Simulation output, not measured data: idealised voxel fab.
Module name: voxel self aligned vias (process module)
Cross-section cut spans 195 nm and uses square cells 5 nm in size.
This document writes a cross-section as a grid whose cells are square, and gives it as bands, listed from the top down; one or more rows of cells form a band. The band entry comprises the height of the band's top followed by the height of its bottom, expressed in nm, and subsequently the band's materials from left to right, each stated together with its width in nm. Where a single material is marked with the word "everywhere", that material fills the band from edge to edge. The word "air" represents empty space. It should be noted that heights are counted from 0, beneath which the wafer as supplied is of one material throughout, and that the lowest band possesses no lower boundary but continues downward, as written in "z 0 and below". Quick explanation for "30->40": the width changes in equal steps down the rows of cells, from the first number in the band's top row to the second number in its bottom row. The designation "remained unchanged", where it is given for a processing step, indicates that no cell of the cross-section was altered in the course of that step. Empty spaces without an open route to the top, at least 8 cells in extent, make up the entry "Enclosed cavities"; each is given as width x height at distance, where the distance is measured from the left edge, and all are in nm. Where a step's line continues beyond its settings, the continuation is a remark by the simulator itself on that step. overlay nm: mask offset rightward from planned place, masked step; negative means leftward offset.
**Steps planned for the process**
step 1: RECEIVE with material Si
step 2: CONFORMAL_DEP with material SiO2, thk nm 10
step 3: CONFORMAL_DEP with material SiCN, thk nm 5
step 4: DIRECTIONAL_DEP with material SiO2, thk nm 30
step 5: MASKED_ETCH with tone open, mask id LINES, width nm 20, pitch nm 60, etch materials SiO2, depth nm 30, overlay nm 0
step 6: CONFORMAL_DEP with material TiN, thk nm 5
step 7: FILL_DEP with material Ru, thk nm 10
step 8: CMP with height nm 45
step 9: SELECTIVE_ETCH with etch materials W Ru TiN, depth nm 5
step 10: FILL_DEP with material SiN, thk nm 5
step 11: CMP with height nm 45
step 12: DIRECTIONAL_DEP with material SiO2, thk nm 20
step 13: DIRECTIONAL_DEP with material aC, thk nm 10
step 14: PATTERN with tone open, mask id VIAS, material resist, width nm 40, pitch nm 60, thk nm 30, overlay nm 0
step 15: DIRECTIONAL_ETCH with etch materials aC, depth nm 10
step 16: STRIP with etch materials resist
step 17: DIRECTIONAL_ETCH with etch materials SiO2, depth nm 20
step 18: DIRECTIONAL_ETCH with etch materials SiN, depth nm 5
step 19: STRIP with etch materials aC
step 20: CONFORMAL_DEP with material TiN, thk nm 5
step 21: FILL_DEP with material W, thk nm 10
step 22: CMP with height nm 65
step 23: CONFORMAL_DEP with material SiCN, thk nm 5
**Below: the first of two wafers, run as planned**
**So this is the incoming wafer in cross-section - it's already been through step 1**
- z 0 and below | Si everywhere
- Enclosed cavities: none
**Step 2 done - wafer cross-section**
- z 10 to 0 | SiO2 everywhere
- Note: structure below 0 unchanged.
**Step 3 done - wafer cross-section**
- z 15 to 10 | SiCN everywhere
- Note: structure below 10 unchanged.
**Step 4 done - wafer cross-section**
- z 45 to 15 | SiO2 everywhere
- Note: structure below 15 unchanged.
**Step 5 done - wafer cross-section**
- z 45 to 15 | SiO2: 55 / air: 20 / SiO2: 40 / air: 20 / SiO2: 60
- Note: structure below 15 unchanged.
**Step 6 done - wafer cross-section**
- z 50 to 45 | TiN: 60 / air: 10 / TiN: 50 / air: 10 / TiN: 65
- z 45 to 20 | SiO2: 55 / TiN: 5 / air: 10 / TiN: 5 / SiO2: 40 / TiN: 5 / air: 10 / TiN: 5 / SiO2: 60
- z 20 to 15 | SiO2: 55 / TiN: 20 / SiO2: 40 / TiN: 20 / SiO2: 60
- Note: structure below 15 unchanged.
**Step 7 done - wafer cross-section**
- z 60 to 50 | Ru everywhere
- z 50 to 45 | TiN: 60 / Ru: 10 / TiN: 50 / Ru: 10 / TiN: 65
- z 45 to 20 | SiO2: 55 / TiN: 5 / Ru: 10 / TiN: 5 / SiO2: 40 / TiN: 5 / Ru: 10 / TiN: 5 / SiO2: 60
- Note: structure below 20 unchanged.
**Step 8 done - wafer cross-section**
- z 45 to 20 | SiO2: 55 / TiN: 5 / Ru: 10 / TiN: 5 / SiO2: 40 / TiN: 5 / Ru: 10 / TiN: 5 / SiO2: 60
- Note: structure below 20 unchanged.
**Step 9 done - wafer cross-section**
- z 45 to 40 | SiO2: 55 / air: 20 / SiO2: 40 / air: 20 / SiO2: 60
- Note: structure below 40 unchanged.
**Step 10 done - wafer cross-section**
- z 50 to 45 | SiN everywhere
- z 45 to 40 | SiO2: 55 / SiN: 20 / SiO2: 40 / SiN: 20 / SiO2: 60
- Note: structure below 40 unchanged.
**Step 11 done - wafer cross-section**
- z 45 to 40 | SiO2: 55 / SiN: 20 / SiO2: 40 / SiN: 20 / SiO2: 60
- Note: structure below 40 unchanged.
**Step 12 done - wafer cross-section**
- z 65 to 45 | SiO2 everywhere
- Note: structure below 45 unchanged.
**Step 13 done - wafer cross-section**
- z 75 to 65 | aC everywhere
- Note: structure below 65 unchanged.
**Step 14 done - wafer cross-section**
- z 105 to 75 | resist: 45 / air: 40 / resist: 20 / air: 40 / resist: 50
- Note: structure below 75 unchanged.
**Step 15 done - wafer cross-section**
- z 95 to 75 | resist: 45 / air: 40 / resist: 20 / air: 40 / resist: 50
- z 75 to 65 | aC: 45 / air: 40 / aC: 20 / air: 40 / aC: 50
- Note: structure below 65 unchanged.
**Step 16 done - wafer cross-section**
- z 75 to 65 | aC: 45 / air: 40 / aC: 20 / air: 40 / aC: 50
- Note: structure below 65 unchanged.
**Step 17 done - wafer cross-section**
- z 75 to 65 | aC: 45 / air: 40 / aC: 20 / air: 40 / aC: 50
- z 65 to 45 | SiO2: 45 / air: 40 / SiO2: 20 / air: 40 / SiO2: 50
- Note: structure below 45 unchanged.
**Step 18 done - wafer cross-section**
- z 75 to 65 | aC: 45 / air: 40 / aC: 20 / air: 40 / aC: 50
- z 65 to 45 | SiO2: 45 / air: 40 / SiO2: 20 / air: 40 / SiO2: 50
- z 45 to 40 | SiO2: 55 / air: 20 / SiO2: 40 / air: 20 / SiO2: 60
- Note: structure below 40 unchanged.
**Step 19 done - wafer cross-section**
- z 65 to 45 | SiO2: 45 / air: 40 / SiO2: 20 / air: 40 / SiO2: 50
- Note: structure below 45 unchanged.
**Step 20 done - wafer cross-section**
- z 70 to 65 | TiN: 50 / air: 30 / TiN: 30 / air: 30 / TiN: 55
- z 65 to 50 | SiO2: 45 / TiN: 5 / air: 30 / TiN: 5 / SiO2: 20 / TiN: 5 / air: 30 / TiN: 5 / SiO2: 50
- z 50 to 45 | SiO2: 45 / TiN: 15 / air: 10 / TiN: 15 / SiO2: 20 / TiN: 15 / air: 10 / TiN: 15 / SiO2: 50
- z 45 to 40 | SiO2: 55 / TiN: 20 / SiO2: 40 / TiN: 20 / SiO2: 60
- Note: structure below 40 unchanged.
**Step 21 done - wafer cross-section**
- z 80 to 70 | W everywhere
- z 70 to 65 | TiN: 50 / W: 30 / TiN: 30 / W: 30 / TiN: 55
- z 65 to 50 | SiO2: 45 / TiN: 5 / W: 30 / TiN: 5 / SiO2: 20 / TiN: 5 / W: 30 / TiN: 5 / SiO2: 50
- z 50 to 45 | SiO2: 45 / TiN: 15 / W: 10 / TiN: 15 / SiO2: 20 / TiN: 15 / W: 10 / TiN: 15 / SiO2: 50
- Note: structure below 45 unchanged.
**Step 22 done - wafer cross-section**
- z 65 to 50 | SiO2: 45 / TiN: 5 / W: 30 / TiN: 5 / SiO2: 20 / TiN: 5 / W: 30 / TiN: 5 / SiO2: 50
- Note: structure below 50 unchanged.
**Step 23 done - wafer cross-section**
- z 70 to 65 | SiCN everywhere
- Note: structure below 65 unchanged.
**Second wafer, same starting state and plan as the first, one mistake in the run, identical through step 16**
**Second wafer, sectioned view, at step 17's planned end time**
- z 75 to 65 | aC: 45 / air: 40 / aC: 20 / air: 40 / aC: 50
- z 65 to 45 | SiO2: 45 / air: 40 / SiO2: 20 / air: 40 / SiO2: 50
- z 45 to 40 | SiO2: 45 / air: 10 / SiN: 20 / air: 10 / SiO2: 20 / air: 10 / SiN: 20 / air: 10 / SiO2: 50
- z 40 to 25 | SiO2: 45 / air: 10 / TiN: 5 / Ru: 10 / TiN: 5 / air: 10 / SiO2: 20 / air: 10 / TiN: 5 / Ru: 10 / TiN: 5 / air: 10 / SiO2: 50
- Note: structure below 25 unchanged.
**Second wafer, sectioned view, at step 18's planned end time**
- z 75 to 65 | aC: 45 / air: 40 / aC: 20 / air: 40 / aC: 50
- z 65 to 40 | SiO2: 45 / air: 40 / SiO2: 20 / air: 40 / SiO2: 50
- Note: structure below 40 unchanged.
**Second wafer, sectioned view, at step 19's planned end time**
- z 65 to 40 | SiO2: 45 / air: 40 / SiO2: 20 / air: 40 / SiO2: 50
- Note: structure below 40 unchanged.
**Second wafer, sectioned view, at step 20's planned end time**
- z 70 to 65 | TiN: 50 / air: 30 / TiN: 30 / air: 30 / TiN: 55
- z 65 to 45 | SiO2: 45 / TiN: 5 / air: 30 / TiN: 5 / SiO2: 20 / TiN: 5 / air: 30 / TiN: 5 / SiO2: 50
- z 45 to 40 | SiO2: 45 / TiN: 40 / SiO2: 20 / TiN: 40 / SiO2: 50
- z 40 to 25 | SiO2: 45 / TiN: 15 / Ru: 10 / TiN: 15 / SiO2: 20 / TiN: 15 / Ru: 10 / TiN: 15 / SiO2: 50
- Note: structure below 25 unchanged.
**Second wafer, sectioned view, at step 21's planned end time**
- z 80 to 70 | W everywhere
- z 70 to 65 | TiN: 50 / W: 30 / TiN: 30 / W: 30 / TiN: 55
- z 65 to 45 | SiO2: 45 / TiN: 5 / W: 30 / TiN: 5 / SiO2: 20 / TiN: 5 / W: 30 / TiN: 5 / SiO2: 50
- Note: structure below 45 unchanged.
**Second wafer, sectioned view, at step 22's planned end time**
- z 65 to 45 | SiO2: 45 / TiN: 5 / W: 30 / TiN: 5 / SiO2: 20 / TiN: 5 / W: 30 / TiN: 5 / SiO2: 50
- Note: structure below 45 unchanged.
**Second wafer, sectioned view, at step 23's planned end time**
- z 70 to 65 | SiCN everywhere
- Note: structure below 65 unchanged.
Against the plan, the run slipped here: yeah, plan step 17 got run twice
Final comparison by cell count, materials where the second wafer has more or fewer than the first: SiO2 -32, TiN +24, W +8
